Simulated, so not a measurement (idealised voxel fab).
process module | voxel capacitor over wiring
cross-section cut | 140 nm wide | cells 5 nm
A cross-section is a grid of square cells, given in bands from the top down. A band is one or more rows of cells.
Each band's line starts with the height of the band's top and of its bottom, in nm. Then come its materials from left to right, each with its width in nm. One material with "throughout" fills the band from edge to edge. "air" is empty space.
Height 0 is the level under which the wafer as received is all one material. The lowest band goes on downwards, as in "0 down".
A width such as "30 to 40" changes by the same amount from each row of cells to the next, from the band's top row to its bottom row.
"no change" after a step means that no cell of the cross-section changed.
closed voids: empty space of 8 cells or more with no open way to the top, each as width x height at its distance from the left edge, in nm
after a step's settings: what the simulator itself notes on the step
overlay nm, on a step with a mask: how far to the right of its planned place the mask lay; to the left if negative
plan
1 op RECEIVE | material Si
2 op CONFORMAL_DEP | material SiO2 | thk nm 10
3 op CONFORMAL_DEP | material SiN | thk nm 5
4 op DIRECTIONAL_DEP | material lowk | thk nm 20
5 op MASKED_ETCH | tone open | mask id METAL_1 | width nm 20 | pitch nm 85 | etch materials lowk | depth nm 20 | overlay nm 0
6 op MASKED_ETCH | tone open | mask id METAL_1 | width nm 20 | pitch nm 85 | etch materials SiN | depth nm 5 | overlay nm 0
7 op CONFORMAL_DEP | material TiN | thk nm 5
8 op FILL_DEP | material Ru | thk nm 10
9 op CMP | height nm 35
10 op CONFORMAL_DEP | material SiCN | thk nm 5
11 op DIRECTIONAL_DEP | material SiO2 | thk nm 10
12 op MASKED_ETCH | tone open | mask id PLUG_1 | width nm 15 | etch materials SiO2 | depth nm 10 | overlay nm 0
13 op MASKED_ETCH | tone open | mask id PLUG_1 | width nm 15 | etch materials SiCN | depth nm 5 | overlay nm 0
14 op EPI | material Ru | thk nm 10
15 op EPI | material Ru | thk nm 5
16 op DIRECTIONAL_DEP | material TiN | thk nm 5
17 op DIRECTIONAL_DEP | material SiN | thk nm 5
18 op DIRECTIONAL_DEP | material TiN | thk nm 10
19 op DIRECTIONAL_DEP | material aC | thk nm 10
20 op PATTERN | tone cover | mask id UPPER_PLATE | material resist | width nm 70 | thk nm 30 | overlay nm 0
21 op DIRECTIONAL_ETCH | etch materials aC | depth nm 10
22 op STRIP | etch materials resist
23 op DIRECTIONAL_ETCH | etch materials TiN | depth nm 10
24 op DIRECTIONAL_ETCH | etch materials SiN | depth nm 5
25 op STRIP | etch materials aC
26 op DIRECTIONAL_DEP | material aC | thk nm 15
27 op PATTERN | tone cover | mask id LOWER_PLATE | material resist | width nm 80 | thk nm 35 | overlay nm 0
28 op DIRECTIONAL_ETCH | etch materials aC | depth nm 15
29 op STRIP | etch materials resist
30 op DIRECTIONAL_ETCH | etch materials TiN | depth nm 5
31 op STRIP | etch materials aC
32 op FILL_DEP | material SiO2 | thk nm 15
33 op CMP | height nm 80
34 op PATTERN | tone open | mask id PLUG_2 | material resist | width nm 15 | thk nm 15 | overlay nm 0
35 op DIRECTIONAL_ETCH | etch materials SiO2 | depth nm 10
36 op STRIP | etch materials resist
37 op CONFORMAL_DEP | material TiN | thk nm 5
38 op FILL_DEP | material Cu | thk nm 10
39 op CMP | height nm 80
40 op CONFORMAL_DEP | material SiN | thk nm 5
as received, after step 1
  0 down: Si throughout
  closed voids: none
a wafer at the end: this start, this plan, one mistake
  85 to 80: SiN throughout
  80 to 70: SiO2 20 | TiN 25 | SiO2 95
  70 to 65: SiO2 20 | SiN 25 | TiN 45 | SiO2 50
  65 to 60: SiO2 15 | TiN 75 | SiO2 50
  60 to 55: SiO2 10 | Ru 35 | SiN 45 | SiO2 50
  55 to 50: SiO2 10 | Ru 35 | TiN 50 | SiO2 45
  50 to 40: SiO2 20 | Ru 15 | SiO2 105
  40 to 35: SiCN 20 | Ru 15 | SiCN 105
  35 to 15: lowk 15 | TiN 5 | Ru 10 | TiN 5 | lowk 65 | TiN 5 | Ru 10 | TiN 5 | lowk 20
  15 to 10: SiN 15 | TiN 20 | SiN 65 | TiN 20 | SiN 20
  10 to 0: SiO2 throughout
  0 down: Si throughout
  closed voids: none
what went wrong: step 14 was run twice
